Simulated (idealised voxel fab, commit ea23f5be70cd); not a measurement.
The following process module bears the name voxel transistor to metal.
This is section cut - it's 285 nm across, gridded in 5 nm square cells.
When this document writes out a cross-section, it uses a grid of square cells and lists it as bands, beginning at the top and moving down, with a band standing for one or more rows of cells. In this notation a band is specified by the heights of its top and bottom, in that order and in nm, after which its materials appear from left to right, each paired with its width in nm. The word "throughout" attached to a single material means that material fills the band from edge to edge; the word "air" stands for empty space. Where do heights start? At 0: under that level the wafer as delivered is made of one material only. And the lowest band has no floor; it just carries on downward, as in "from 0 down". The width entry "30..40" should be interpreted row by row: the top row of cells in the band takes the first number, the bottom row takes the second number, and the change between adjacent rows is uniform throughout. When a step is marked "no modifications", none of the cells in the cross-section changed during that step. Basically, "Closed void entries" tells you about the enclosed voids: empty spaces with no open way to the top, 8 cells or bigger, each written width x height at distance, where distance is from the left edge, all in nm. Where a step's line continues beyond its settings, the continuation is a remark by the simulator itself on that step. overlay nm: mask right of planned place by this much (step with mask). Neg. = left.
**List of planned process steps**
- 1: RECEIVE | material Si
- 2: OXIDIZE | depth nm 5
- 3: CONFORMAL_DEP | material SiN | thk nm 15
- 4: DIRECTIONAL_DEP | material aC | thk nm 15
- 5: PATTERN | tone cover | mask id ACTIVE | material resist | width nm 100 | pitch nm 120 | thk nm 35 | overlay nm 0
- 6: DIRECTIONAL_ETCH | etch materials aC | depth nm 15
- 7: STRIP | etch materials resist
- 8: DIRECTIONAL_ETCH | etch materials SiN | depth nm 15
- 9: DIRECTIONAL_ETCH | etch materials SiO2 | depth nm 5
- 10: DIRECTIONAL_ETCH | etch materials Si | depth nm 30
- 11: STRIP | etch materials aC
- 12: OXIDIZE | depth nm 5
- 13: FILL_DEP | material SiO2 | thk nm 15
- 14: CMP | height nm 15
- 15: SELECTIVE_ETCH | etch materials SiO2 | depth nm 10
- 16: STRIP | etch materials SiN
- 17: SELECTIVE_ETCH | etch materials SiO2 | depth nm 5
- 18: OXIDIZE | depth nm 5
- 19: DIRECTIONAL_DEP | material polySi | thk nm 30
- 20: DIRECTIONAL_DEP | material SiCN | thk nm 10
- 21: MASKED_ETCH | tone cover | mask id GATE | width nm 30 | pitch nm 120 | etch materials SiCN | depth nm 20 | overlay nm 0
- 22: MASKED_ETCH | tone cover | mask id GATE | width nm 30 | pitch nm 120 | etch materials polySi | depth nm 40 | overlay nm 0
- 23: CONFORMAL_DEP | material SiO2 | thk nm 5
- 24: DIRECTIONAL_ETCH | etch materials SiO2 | depth nm 5
- 25: CONFORMAL_DEP | material SiN | thk nm 5
- 26: DIRECTIONAL_ETCH | etch materials SiN | depth nm 5
- 27: DIRECTIONAL_ETCH | etch materials SiO2 | depth nm 5
- 28: DIRECTIONAL_ETCH | etch materials Si | depth nm 5
- 29: EPI | material SiGe | thk nm 5
- 30: FILL_DEP | material SiO2 | thk nm 10
- 31: CMP | height nm 25
- 32: STRIP | etch materials polySi
- 33: SELECTIVE_ETCH | etch materials SiO2 | depth nm 5
- 34: CONFORMAL_DEP | material HfO2 | thk nm 5
- 35: CONFORMAL_DEP | material TiN | thk nm 5
- 36: FILL_DEP | material W | thk nm 10
- 37: CMP | height nm 20
- 38: DIRECTIONAL_DEP | material SiO2 | thk nm 15
- 39: PATTERN | tone open | mask id CONTACT | material resist | width nm 15 | thk nm 15 | overlay nm 0
- 40: DIRECTIONAL_ETCH | etch materials SiO2 | depth nm 45
- 41: STRIP | etch materials resist
- 42: CONFORMAL_DEP | material TiN | thk nm 5
- 43: FILL_DEP | material W | thk nm 5
- 44: CMP | height nm 35
- 45: DIRECTIONAL_DEP | material TiN | thk nm 5
- 46: DIRECTIONAL_DEP | material Ru | thk nm 25
- 47: MASKED_ETCH | tone cover | mask id METAL_1 | width nm 15 | etch materials Ru | depth nm 25 | overlay nm 0
- 48: MASKED_ETCH | tone cover | mask id METAL_1 | width nm 15 | etch materials TiN | depth nm 5 | overlay nm 0
- 49: FILL_DEP | material SiO2 | thk nm 5
- 50: CMP | height nm 65
- 51: CONFORMAL_DEP | material SiN | thk nm 5
**Cross-sectional view of the wafer in its as-received condition, corresponding to the state after step 1**
	from 0 down = Si throughout
	Closed void entries: none
**Module complete, cross-section. Starting point and plan per above. One mistake made in running the module**
	from 70 to 65 = SiN throughout
	from 65 to 40 = SiO2 35 / Ru 15 / SiO2 60 / Ru 15 / SiO2 30 / Ru 15 / SiO2 60 / Ru 15 / SiO2 40
	from 40 to 35 = SiO2 35 / TiN 15 / SiO2 60 / TiN 15 / SiO2 30 / TiN 15 / SiO2 60 / TiN 15 / SiO2 40
	from 35 to 20 = SiO2 35 / TiN 5 / W 5 / TiN 5 / SiO2 60 / TiN 5 / W 5 / TiN 5 / SiO2 30 / TiN 5 / W 5 / TiN 5 / SiO2 60 / TiN 5 / W 5 / TiN 5 / SiO2 40
	from 20 to 5 = SiO2 35 / TiN 5 / W 5 / TiN 5 / SiO2 5 / SiN 5 / HfO2 5 / TiN 5 / W 20 / TiN 5 / HfO2 5 / SiN 5 / SiO2 5 / TiN 5 / W 5 / TiN 5 / SiO2 30 / TiN 5 / W 5 / TiN 5 / SiO2 5 / SiN 5 / HfO2 5 / TiN 5 / W 20 / TiN 5 / HfO2 5 / SiN 5 / SiO2 5 / TiN 5 / W 5 / TiN 5 / SiO2 40
	from 5 to 0 = SiO2 35 / TiN 15 / SiO2 5 / SiN 5 / HfO2 5 / TiN 5 / W 20 / TiN 5 / HfO2 5 / SiN 5 / SiO2 5 / TiN 5 / W 5 / TiN 5 / SiO2 30 / TiN 15 / SiO2 5 / SiN 5 / HfO2 5 / TiN 5 / W 20 / TiN 5 / HfO2 5 / SiN 5 / SiO2 5 / TiN 5 / W 5 / TiN 5 / SiO2 40
	from 0 to -5 = SiO2 35 / SiN 5 / TiN 10 / SiO2 5 / SiN 5 / HfO2 5 / TiN 30 / HfO2 5 / SiN 5 / SiO2 5 / TiN 5 / W 5 / TiN 5 / SiN 5 / SiO2 25 / SiN 5 / TiN 10 / SiO2 5 / SiN 5 / HfO2 5 / TiN 30 / HfO2 5 / SiN 5 / SiO2 5 / TiN 5 / W 5 / TiN 5 / SiN 5 / SiO2 35
	from -5 to -10 = SiO2 40 / TiN 10 / SiGe 5 / SiO2 5 / HfO2 40 / SiO2 5 / SiGe 5 / TiN 15 / SiO2 35 / TiN 10 / SiGe 5 / SiO2 5 / HfO2 40 / SiO2 5 / SiGe 5 / TiN 15 / SiO2 40
	from -10 to -15 = SiO2 40 / SiGe 15 / Si 50 / SiGe 20 / SiO2 35 / SiGe 15 / Si 50 / SiGe 20 / SiO2 40
	from -15 to -40 = SiO2 40 / Si 85 / SiO2 35 / Si 85 / SiO2 40
	from -40 down = Si throughout
	Closed void entries: none
It is concluded that the wafer was processed incorrectly with respect to the plan, in that step 5 changed vs plan, executed as PATTERN | tone cover | mask id ACTIVE | material resist | width nm 95 | pitch nm 120 | thk nm 35 | overlay nm 0
